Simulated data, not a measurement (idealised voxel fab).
Process module in this document: voxel ribs on slabs
The cross-section shown here is cut; it is 190 nm wide and divided into square cells measuring 5 nm on a side.
How to read a cross-section here: the picture is a grid of square cells, written as bands going from the top down, and any band can span one or more rows of cells. Quick guide to a band line: top height, bottom height (nm) up front; then every material left to right with its width in nm. Only one material and it's marked "throughout"? Then it fills the band edge to edge. And "empty" just means empty space. Heads up on the height convention: 0 is the point under which the incoming wafer is all one material, and the lowest band has no bottom, it just keeps going down, like "0..down". It should be noted that a width expressed as "30->40" varies in equal increments from row to row of cells within the band, taking the value of the first number at the top row and that of the second number at the bottom row. "identical to before" -> step changed no cross-section cell. In the "closed voids" entry, you get each enclosed empty space of 8 cells or more, one with no open way to the top, written width x height at distance, distance from the left edge, in nm. Anything after a step's settings on that line? It's the simulator's own note about the step. The optional step-line setting "overlay nm" applies to steps with a mask and quantifies how far to the right of its planned location the mask lay, a negative value indicating leftward placement.

### So here's the lineup of process steps we planned
- 1: RECEIVE: material Si
- 2: DIRECTIONAL_DEP: material SiO2, thk nm 20
- 3: DIRECTIONAL_DEP: material SiN, thk nm 20
- 4: DIRECTIONAL_DEP: material aC, thk nm 10
- 5: PATTERN: tone cover, mask id RIB, material resist, width nm 30, thk nm 30, overlay nm 0
- 6: DIRECTIONAL_ETCH: etch materials aC, depth nm 10
- 7: STRIP: etch materials resist
- 8: DIRECTIONAL_ETCH: etch materials SiN, depth nm 10
- 9: STRIP: etch materials aC
- 10: MASKED_ETCH: tone cover, mask id SLAB, width nm 70, etch materials SiN, depth nm 10, overlay nm 0
- 11: FILL_DEP: material SiO2, thk nm 20
- 12: CMP: height nm 55
- 13: DIRECTIONAL_DEP: material TiN, thk nm 10
- 14: PATTERN: tone cover, mask id HEATER, material resist, width nm 40, thk nm 20, overlay nm 0
- 15: DIRECTIONAL_ETCH: etch materials TiN, depth nm 10
- 16: STRIP: etch materials resist
- 17: CONFORMAL_DEP: material SiN, thk nm 5

### So, the first of our two wafers, run just as we planned it

### As-received state of the wafer in cross-section, equivalent to post-step 1
* 0..down  Si throughout
* closed voids: none

### State of the wafer after step 2, shown in cross-section
* 20..0  SiO2 throughout
* At heights below 0, the structure remains unaltered.

### State of the wafer after step 3, shown in cross-section
* 40..20  SiN throughout
* At heights below 20, the structure remains unaltered.

### State of the wafer after step 4, shown in cross-section
* 50..40  aC throughout
* At heights below 40, the structure remains unaltered.

### State of the wafer after step 5, shown in cross-section
* 80..50  80 of empty | 30 of resist | 80 of empty
* At heights below 50, the structure remains unaltered.

### State of the wafer after step 6, shown in cross-section
* 70..50  80 of empty | 30 of resist | 80 of empty
* 50..40  80 of empty | 30 of aC | 80 of empty
* At heights below 40, the structure remains unaltered.

### State of the wafer after step 7, shown in cross-section
* 50..40  80 of empty | 30 of aC | 80 of empty
* At heights below 40, the structure remains unaltered.

### State of the wafer after step 8, shown in cross-section
* 50..40  80 of empty | 30 of aC | 80 of empty
* 40..30  80 of empty | 30 of SiN | 80 of empty
* At heights below 30, the structure remains unaltered.

### State of the wafer after step 9, shown in cross-section
* 40..30  80 of empty | 30 of SiN | 80 of empty
* At heights below 30, the structure remains unaltered.

### State of the wafer after step 10, shown in cross-section
* 40..30  80 of empty | 30 of SiN | 80 of empty
* 30..20  60 of empty | 70 of SiN | 60 of empty
* At heights below 20, the structure remains unaltered.

### State of the wafer after step 11, shown in cross-section
* 60..40  SiO2 throughout
* 40..30  80 of SiO2 | 30 of SiN | 80 of SiO2
* 30..20  60 of SiO2 | 70 of SiN | 60 of SiO2
* At heights below 20, the structure remains unaltered.

### State of the wafer after step 12, shown in cross-section
* 55..40  SiO2 throughout
* At heights below 40, the structure remains unaltered.

### State of the wafer after step 13, shown in cross-section
* 65..55  TiN throughout
* At heights below 55, the structure remains unaltered.

### State of the wafer after step 14, shown in cross-section
* 85..65  75 of empty | 40 of resist | 75 of empty
* At heights below 65, the structure remains unaltered.

### State of the wafer after step 15, shown in cross-section
* 85..65  75 of empty | 40 of resist | 75 of empty
* 65..55  75 of empty | 40 of TiN | 75 of empty
* At heights below 55, the structure remains unaltered.

### State of the wafer after step 16, shown in cross-section
* 65..55  75 of empty | 40 of TiN | 75 of empty
* At heights below 55, the structure remains unaltered.

### State of the wafer after step 17, shown in cross-section
* 70..65  70 of empty | 50 of SiN | 70 of empty
* 65..60  70 of empty | 5 of SiN | 40 of TiN | 5 of SiN | 70 of empty
* 60..55  75 of SiN | 40 of TiN | 75 of SiN
* At heights below 55, the structure remains unaltered.

### Second wafer, same starting state and plan as the first, one mistake in the run, identical through step 1

### What the second wafer looks like in cross-section when step 2 should have wrapped up
* 15..0  SiO2 throughout
* At heights below 0, the structure remains unaltered.

### What the second wafer looks like in cross-section when step 3 should have wrapped up
* 35..15  SiN throughout
* At heights below 15, the structure remains unaltered.

### What the second wafer looks like in cross-section when step 4 should have wrapped up
* 45..35  aC throughout
* At heights below 35, the structure remains unaltered.

### What the second wafer looks like in cross-section when step 5 should have wrapped up
* 75..45  80 of empty | 30 of resist | 80 of empty
* At heights below 45, the structure remains unaltered.

### What the second wafer looks like in cross-section when step 6 should have wrapped up
* 65..45  80 of empty | 30 of resist | 80 of empty
* 45..35  80 of empty | 30 of aC | 80 of empty
* At heights below 35, the structure remains unaltered.

### What the second wafer looks like in cross-section when step 7 should have wrapped up
* 45..35  80 of empty | 30 of aC | 80 of empty
* At heights below 35, the structure remains unaltered.

### What the second wafer looks like in cross-section when step 8 should have wrapped up
* 45..35  80 of empty | 30 of aC | 80 of empty
* 35..25  80 of empty | 30 of SiN | 80 of empty
* At heights below 25, the structure remains unaltered.

### What the second wafer looks like in cross-section when step 9 should have wrapped up
* 35..25  80 of empty | 30 of SiN | 80 of empty
* At heights below 25, the structure remains unaltered.

### What the second wafer looks like in cross-section when step 10 should have wrapped up
* 35..25  80 of empty | 30 of SiN | 80 of empty
* 25..15  60 of empty | 70 of SiN | 60 of empty
* At heights below 15, the structure remains unaltered.

### What the second wafer looks like in cross-section when step 11 should have wrapped up
* 55..35  SiO2 throughout
* 35..25  80 of SiO2 | 30 of SiN | 80 of SiO2
* 25..15  60 of SiO2 | 70 of SiN | 60 of SiO2
* At heights below 15, the structure remains unaltered.

What the second wafer looks like in cross-section when step 12 should have wrapped up: identical to before

### What the second wafer looks like in cross-section when step 13 should have wrapped up
* 65..55  TiN throughout
* At heights below 55, the structure remains unaltered.

### What the second wafer looks like in cross-section when step 14 should have wrapped up
* 85..65  75 of empty | 40 of resist | 75 of empty
* At heights below 65, the structure remains unaltered.

### What the second wafer looks like in cross-section when step 15 should have wrapped up
* 85..65  75 of empty | 40 of resist | 75 of empty
* 65..55  75 of empty | 40 of TiN | 75 of empty
* At heights below 55, the structure remains unaltered.

### What the second wafer looks like in cross-section when step 16 should have wrapped up
* 65..55  75 of empty | 40 of TiN | 75 of empty
* At heights below 55, the structure remains unaltered.

### What the second wafer looks like in cross-section when step 17 should have wrapped up
* 70..65  70 of empty | 50 of SiN | 70 of empty
* 65..60  70 of empty | 5 of SiN | 40 of TiN | 5 of SiN | 70 of empty
* 60..55  75 of SiN | 40 of TiN | 75 of SiN
* At heights below 55, the structure remains unaltered.
Processing error: step 2 was not run as planned; what actually ran was DIRECTIONAL_DEP: material SiO2, thk nm 15
Cell counts per material: same on both final wafers. Positions: different.
